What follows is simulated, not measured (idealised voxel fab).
process module | voxel transistor to metal
cross-section cut | 150 nm wide | cells 5 nm
A cross-section is a grid of square cells, given in bands from the top down. A band is one or more rows of cells.
Each band's line starts with the height of the band's top and of its bottom, in nm. Then come its materials from left to right, each with its width in nm. One material with "throughout" fills the band from edge to edge. "air" is empty space.
Height 0 is the level under which the wafer as received is all one material. The lowest band goes on downwards, as in "0 down".
A width such as "30 to 40" changes by the same amount from each row of cells to the next, from the band's top row to its bottom row.
"no change" after a step means that no cell of the cross-section changed.
closed voids: empty space of 8 cells or more with no open way to the top, each as width x height at its distance from the left edge, in nm
after a step's settings: what the simulator itself notes on the step
overlay nm, on a step with a mask: how far to the right of its planned place the mask lay; to the left if negative
plan
1 op RECEIVE | material Si
2 op OXIDIZE | depth nm 5
3 op CONFORMAL_DEP | material SiN | thk nm 10
4 op MASKED_ETCH | tone cover | mask id ACTIVE | width nm 105 | etch materials SiN | depth nm 10 | overlay nm 0
5 op MASKED_ETCH | tone cover | mask id ACTIVE | width nm 105 | etch materials SiO2 | depth nm 5 | overlay nm 0
6 op MASKED_ETCH | tone cover | mask id ACTIVE | width nm 105 | etch materials Si | depth nm 25 | overlay nm 0
7 op FILL_DEP | material SiO2 | thk nm 15
8 op CMP | height nm 10
9 op SELECTIVE_ETCH | etch materials SiO2 | depth nm 10
10 op STRIP | etch materials SiN
11 op SELECTIVE_ETCH | etch materials SiO2 | depth nm 5
12 op OXIDIZE | depth nm 5
13 op DIRECTIONAL_DEP | material polySi | thk nm 20
14 op DIRECTIONAL_DEP | material SiCN | thk nm 10
15 op PATTERN | tone cover | mask id GATE | material resist | width nm 15 | thk nm 15 | overlay nm 0
16 op DIRECTIONAL_ETCH | etch materials SiCN | depth nm 20
17 op DIRECTIONAL_ETCH | etch materials polySi | depth nm 30
18 op STRIP | etch materials resist
19 op CONFORMAL_DEP | material SiO2 | thk nm 5
20 op DIRECTIONAL_ETCH | etch materials SiO2 | depth nm 5
21 op CONFORMAL_DEP | material SiN | thk nm 10
22 op DIRECTIONAL_ETCH | etch materials SiN | depth nm 10
23 op DIRECTIONAL_ETCH | etch materials SiO2 | depth nm 5
24 op DIRECTIONAL_ETCH | etch materials Si | depth nm 5
25 op EPI | material SiGe | thk nm 5
26 op FILL_DEP | material SiO2 | thk nm 5
27 op CMP | height nm 25
28 op DIRECTIONAL_DEP | material SiO2 | thk nm 10
29 op DIRECTIONAL_DEP | material aC | thk nm 15
30 op PATTERN | tone open | mask id CONTACT | material resist | width nm 30 | pitch nm 55 | thk nm 35 | overlay nm 0
31 op DIRECTIONAL_ETCH | etch materials aC | depth nm 15
32 op STRIP | etch materials resist
33 op DIRECTIONAL_ETCH | etch materials SiO2 | depth nm 45
34 op STRIP | etch materials aC
35 op CONFORMAL_DEP | material TiN | thk nm 5
36 op FILL_DEP | material W | thk nm 5
37 op CMP | height nm 35
38 op DIRECTIONAL_DEP | material TiN | thk nm 5
39 op DIRECTIONAL_DEP | material Ru | thk nm 15
40 op PATTERN | tone cover | mask id METAL_1 | material resist | width nm 15 | pitch nm 70 | thk nm 20 | overlay nm 0
41 op DIRECTIONAL_ETCH | etch materials Ru | depth nm 15
42 op DIRECTIONAL_ETCH | etch materials TiN | depth nm 5
43 op STRIP | etch materials resist
44 op CONFORMAL_DEP | material SiCN | thk nm 5
45 op FILL_DEP | material lowk | thk nm 10
46 op CMP | height nm 55
47 op CONFORMAL_DEP | material SiCN | thk nm 5
48 op DIRECTIONAL_DEP | material SiO2 | thk nm 35
49 op PATTERN | tone open | mask id METAL_2 | material resist | width nm 15 | pitch nm 70 | thk nm 20 | overlay nm 0
50 op DIRECTIONAL_ETCH | etch materials SiO2 | depth nm 20
51 op STRIP | etch materials resist
52 op DIRECTIONAL_DEP | material aC | thk nm 10
53 op PATTERN | tone open | mask id METAL_2_HOLES | material resist | width nm 15 | pitch nm 70 | thk nm 30 | overlay nm 0
54 op DIRECTIONAL_ETCH | etch materials aC | depth nm 10
55 op STRIP | etch materials resist
56 op DIRECTIONAL_ETCH | etch materials SiO2 | depth nm 15
57 op DIRECTIONAL_ETCH | etch materials SiCN | depth nm 5
58 op STRIP | etch materials aC
59 op CONFORMAL_DEP | material TiN | thk nm 5
60 op FILL_DEP | material Cu | thk nm 5
61 op CMP | height nm 95
62 op CONFORMAL_DEP | material SiCN | thk nm 5
as received, after step 1
  0 down: Si throughout
  closed voids: none
a wafer at the end: this start, this plan, one mistake
  100 to 95: SiCN throughout
  95 to 60: SiO2 30 | TiN 5 | Cu 5 | TiN 5 | SiO2 55 | TiN 5 | Cu 5 | TiN 5 | SiO2 35
  60 to 55: SiCN 30 | TiN 15 | SiCN 55 | TiN 15 | SiCN 35
  55 to 40: lowk 25 | SiCN 5 | Ru 15 | SiCN 5 | lowk 45 | SiCN 5 | Ru 15 | SiCN 5 | lowk 30
  40 to 35: SiCN 30 | TiN 15 | SiCN 55 | TiN 15 | SiCN 35
  35 to 25: SiO2 30 | TiN 5 | W 20 to 15 | TiN 5 to 10 | SiO2 25 | TiN 5 to 10 | W 20 to 15 | TiN 5 | SiO2 35
  25 to 15: SiO2 30 | TiN 5 | W 15 to 10 | TiN 5 to 10 | SiN 10 | SiCN 15 | SiN 10 | TiN 5 to 10 | W 15 to 10 | TiN 5 | SiO2 35
  15 to 0: SiO2 30 | TiN 5 | W 10 | TiN 5 | SiN 10 | SiO2 5 | polySi 15 | SiO2 5 | SiN 10 | TiN 5 | W 10 | TiN 5 | SiO2 35
  0 to -5: SiO2 30 | TiN 5 | W 5 | TiN 10 | SiN 10 | SiO2 5 | polySi 15 | SiO2 5 | SiN 10 | TiN 10 | W 5 | TiN 5 | SiO2 35
  -5 to -10: SiO2 30 | TiN 15 | SiGe 5 | SiN 10 | SiO2 25 | SiN 10 | SiGe 5 | TiN 15 | SiO2 35
  -10 to -15: SiO2 10 | SiN 10 | SiGe 30 | Si 45 | SiGe 30 | SiN 10 | SiO2 15
  -15 to -30: SiO2 20 | Si 105 | SiO2 25
  -30 down: Si throughout
  closed voids: none
what went wrong: step 20 ran as: op DIRECTIONAL_ETCH | etch materials SiO2 | depth nm 15
